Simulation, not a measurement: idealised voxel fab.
The document below concerns the process module designated voxel ribs on slabs.
FYI the section here is cut, 235 nm wide, cells are 5 nm squares.
Cross-section format: a grid of square cells, given as bands from top to bottom; each band is one or more rows of cells. This entry defines a band. It first specifies the height of the band's top and the height of its bottom in nm, and then specifies the band's materials from left to right, stating each material with its width in nm. The word "throughout" identifies a single material that fills the band from edge to edge, while the word "air" identifies empty space. Heights are expressed relative to 0, this being the level below which the as-received wafer comprises one material exclusively. The lowest band is unbounded in the downward direction and is denoted as in "0..down". So if you see something like "30..40" for the width, read it as the top row of the band sitting at the first number and the bottom row at the second, with every row in between moving by the same amount as the last. No cell of the cross-section changed in a step that is given as "nothing different". Voids not open to the top, 8 cells minimum: see "Enclosed voids". Written width x height at distance; distance is from the left edge; nm. Formally, on a step line, whatever follows the settings is a remark that the simulator itself makes on the step. "overlay nm", when on a step's line for a step with a mask, measures how far to the right of its planned place the mask lay; a negative measure means to the left.

### This section lists the process steps that were planned
1: RECEIVE, material Si
2: DIRECTIONAL_DEP, material SiO2, thk nm 25
3: DIRECTIONAL_DEP, material polySi, thk nm 20
4: DIRECTIONAL_DEP, material aC, thk nm 10
5: PATTERN, tone cover, mask id RIB, material resist, width nm 30, thk nm 25, overlay nm 0
6: DIRECTIONAL_ETCH, etch materials aC, depth nm 10
7: STRIP, etch materials resist
8: DIRECTIONAL_ETCH, etch materials polySi, depth nm 10
9: STRIP, etch materials aC
10: MASKED_ETCH, tone cover, mask id SLAB, width nm 80, etch materials polySi, depth nm 10, overlay nm 0
11: FILL_DEP, material SiO2, thk nm 25
12: CMP, height nm 60
13: DIRECTIONAL_DEP, material TiN, thk nm 5
14: PATTERN, tone cover, mask id HEATER, material resist, width nm 30, thk nm 15, overlay nm 0
15: DIRECTIONAL_ETCH, etch materials TiN, depth nm 5
16: STRIP, etch materials resist
17: CONFORMAL_DEP, material SiO2, thk nm 5
Wafer-to-wafer difference: width nm, step 14. Common start. Plan = first wafer's value.

### So this is the first of several wafers, cross-sectioned as it came to us, meaning it's at the end of step 1
  0..down | Si throughout
  Enclosed voids: none

### Table: wafers, a row each; end-of-module cell change per material since receipt, gain (+), loss (-); then closed voids
width nm 30; +569 SiO2; +6 TiN; +44 polySi; Enclosed voids: none
width nm 35; +569 SiO2; +7 TiN; +44 polySi; Enclosed voids: none
width nm 40; +569 SiO2; +8 TiN; +44 polySi; Enclosed voids: none
width nm 45; +569 SiO2; +9 TiN; +44 polySi; Enclosed voids: none
width nm 50; +569 SiO2; +10 TiN; +44 polySi; Enclosed voids: none
width nm 55; +569 SiO2; +11 TiN; +44 polySi; Enclosed voids: none
